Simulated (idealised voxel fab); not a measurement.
Process module in this document: voxel ribs on slabs
Square cells of 5 nm make up the cross-section cut, whose width is 190 nm.
Think of the cross-section as a grid of square cells. We describe it in bands, top to bottom, and each band covers one or more rows of those cells. First you get the band's top height and its bottom height, in nm, and then the materials it's made of, left to right, with each width in nm. If you see a single material with "everywhere", that one covers the band edge to edge. "air" is empty space. The level at which height equals 0 is the one under which the wafer, as it arrives, is entirely one material. No lower edge exists for the bottom band, which continues downward and is notated as in "0 and below". With a width like "30 to 40", each row of cells in the band differs from the next by the same amount, the top row carrying the first number and the bottom row the second. What does "all unchanged" mean for a step? It means no cell of the cross-section changed in that step. The entry "Closed void inventory" lists the empty spaces that cover at least 8 cells and have no open path to the top. Each is written as width x height at distance, where the distance is measured from the left edge and all three values are in nm. Where a step's line continues beyond its settings, the continuation is a remark by the simulator itself on that step. A step's line can hold "overlay nm"; with a mask on that step, the setting says how far right of the planned place the mask lay, while a negative setting says it lay to the left.

THE FOLLOWING LIST GIVES THE PLANNED PROCESS STEPS
| 1 | RECEIVE, material Si |
| 2 | DIRECTIONAL_DEP, material SiO2, thk nm 20 |
| 3 | DIRECTIONAL_DEP, material polySi, thk nm 15 |
| 4 | MASKED_ETCH, tone cover, mask id RIB, width nm 30, etch materials polySi, depth nm 5, overlay nm 0 |
| 5 | DIRECTIONAL_DEP, material aC, thk nm 15 |
| 6 | PATTERN, tone cover, mask id SLAB, material resist, width nm 70, thk nm 30, overlay nm 0 |
| 7 | DIRECTIONAL_ETCH, etch materials aC, depth nm 15 |
| 8 | STRIP, etch materials resist |
| 9 | DIRECTIONAL_ETCH, etch materials polySi, depth nm 10 |
| 10 | STRIP, etch materials aC |
| 11 | FILL_DEP, material SiO2, thk nm 30 |
| 12 | CMP, height nm 55 |
| 13 | DIRECTIONAL_DEP, material W, thk nm 10 |
| 14 | PATTERN, tone cover, mask id HEATER, material resist, width nm 40, thk nm 20, overlay nm 0 |
| 15 | DIRECTIONAL_ETCH, etch materials W, depth nm 10 |
| 16 | STRIP, etch materials resist |
| 17 | CONFORMAL_DEP, material SiN, thk nm 5 |

AS RECEIVED (POST STEP 1): CROSS-SECTION
- 0 and below = Si everywhere
- Closed void inventory: none

FIRST OF TWO WAFERS AT THE END OF THE MODULE, SHOWN IN CROSS-SECTION; RUN CARRIED OUT AS PLANNED
- 70 down to 65 = air 70 nm / SiN 50 nm / air 70 nm
- 65 down to 60 = air 70 nm / SiN 5 nm / W 40 nm / SiN 5 nm / air 70 nm
- 60 down to 55 = SiN 75 nm / W 40 nm / SiN 75 nm
- 55 down to 35 = SiO2 everywhere
- 35 down to 30 = SiO2 80 nm / polySi 30 nm / SiO2 80 nm
- 30 down to 20 = SiO2 60 nm / polySi 70 nm / SiO2 60 nm
- 20 down to 0 = SiO2 everywhere
- 0 and below = Si everywhere
- Closed void inventory: none

THIS CROSS-SECTION BELONGS TO THE SECOND WAFER OF TWO AT THE END OF THE MODULE; THE START AND THE PLAN WERE SHARED WITH THE FIRST, AND THE RUN INCLUDED ONE MISTAKE
- 70 down to 65 = air 75 nm / SiN 50 nm / air 65 nm
- 65 down to 60 = air 75 nm / SiN 5 nm / W 40 nm / SiN 5 nm / air 65 nm
- 60 down to 55 = SiN 80 nm / W 40 nm / SiN 70 nm
- 55 down to 35 = SiO2 everywhere
- 35 down to 30 = SiO2 80 nm / polySi 30 nm / SiO2 80 nm
- 30 down to 20 = SiO2 60 nm / polySi 70 nm / SiO2 60 nm
- 20 down to 0 = SiO2 everywhere
- 0 and below = Si everywhere
- Closed void inventory: none
Against the plan, the run slipped here: for step 14, the planned setting was not used; the step was instead run as PATTERN, tone cover, mask id HEATER, material resist, width nm 40, thk nm 20, overlay nm 5
Cell counts per material: same on both final wafers. Positions: different.
